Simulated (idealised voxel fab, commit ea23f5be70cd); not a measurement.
process module | voxel ribs on slabs
cross-section cut | 140 nm wide | cells 5 nm
A cross-section is a grid of square cells, given in bands from the top down. A band is one or more rows of cells.
Each band's line starts with the height of the band's top and of its bottom, in nm. Then come its materials from left to right, each with its width in nm. One material with "throughout" fills the band from edge to edge. "air" is empty space.
Height 0 is the level under which the wafer as received is all one material. The lowest band goes on downwards, as in "0 down".
A width such as "30 to 40" changes by the same amount from each row of cells to the next, from the band's top row to its bottom row.
"no change" after a step means that no cell of the cross-section changed.
closed voids: empty space of 8 cells or more with no open way to the top, each as width x height at its distance from the left edge, in nm
after a step's settings: what the simulator itself notes on the step
overlay nm, on a step with a mask: how far to the right of its planned place the mask lay; to the left if negative
plan
1 op RECEIVE | material Si
2 op DIRECTIONAL_DEP | material SiO2 | thk nm 25
3 op DIRECTIONAL_DEP | material polySi | thk nm 15
4 op DIRECTIONAL_DEP | material aC | thk nm 10
5 op PATTERN | tone cover | mask id RIB | material resist | width nm 15 | thk nm 30 | overlay nm 0
6 op DIRECTIONAL_ETCH | etch materials aC | depth nm 10
7 op STRIP | etch materials resist
8 op DIRECTIONAL_ETCH | etch materials polySi | depth nm 10
9 op STRIP | etch materials aC
10 op DIRECTIONAL_DEP | material aC | thk nm 10
11 op PATTERN | tone cover | mask id SLAB | material resist | width nm 65 | thk nm 30 | overlay nm 0
12 op DIRECTIONAL_ETCH | etch materials aC | depth nm 10
13 op STRIP | etch materials resist
14 op DIRECTIONAL_ETCH | etch materials polySi | depth nm 5
15 op STRIP | etch materials aC
16 op FILL_DEP | material SiO2 | thk nm 25
17 op CMP | height nm 60
18 op DIRECTIONAL_DEP | material TiN | thk nm 10
19 op DIRECTIONAL_DEP | material aC | thk nm 10
20 op PATTERN | tone cover | mask id HEATER | material resist | width nm 35 | thk nm 25 | overlay nm 0
21 op DIRECTIONAL_ETCH | etch materials aC | depth nm 10
22 op STRIP | etch materials resist
23 op DIRECTIONAL_ETCH | etch materials TiN | depth nm 10
24 op STRIP | etch materials aC
25 op CONFORMAL_DEP | material SiO2 | thk nm 10
varied across the wafers: width nm of step 5. The plan shows the first wafer's value. All wafers start alike
first wafer as received, after step 1
  0 down: Si throughout
  closed voids: none
each wafer at the end: cells of each material gained (+) or lost (-) since it was received, then its closed voids
width nm 15 | +381 SiO2 | +14 TiN | +19 polySi | closed voids: none
width nm 20 | +379 SiO2 | +14 TiN | +21 polySi | closed voids: none
width nm 25 | +377 SiO2 | +14 TiN | +23 polySi | closed voids: none
width nm 30 | +375 SiO2 | +14 TiN | +25 polySi | closed voids: none
width nm 35 | +373 SiO2 | +14 TiN | +27 polySi | closed voids: none
width nm 40 | +371 SiO2 | +14 TiN | +29 polySi | closed voids: none
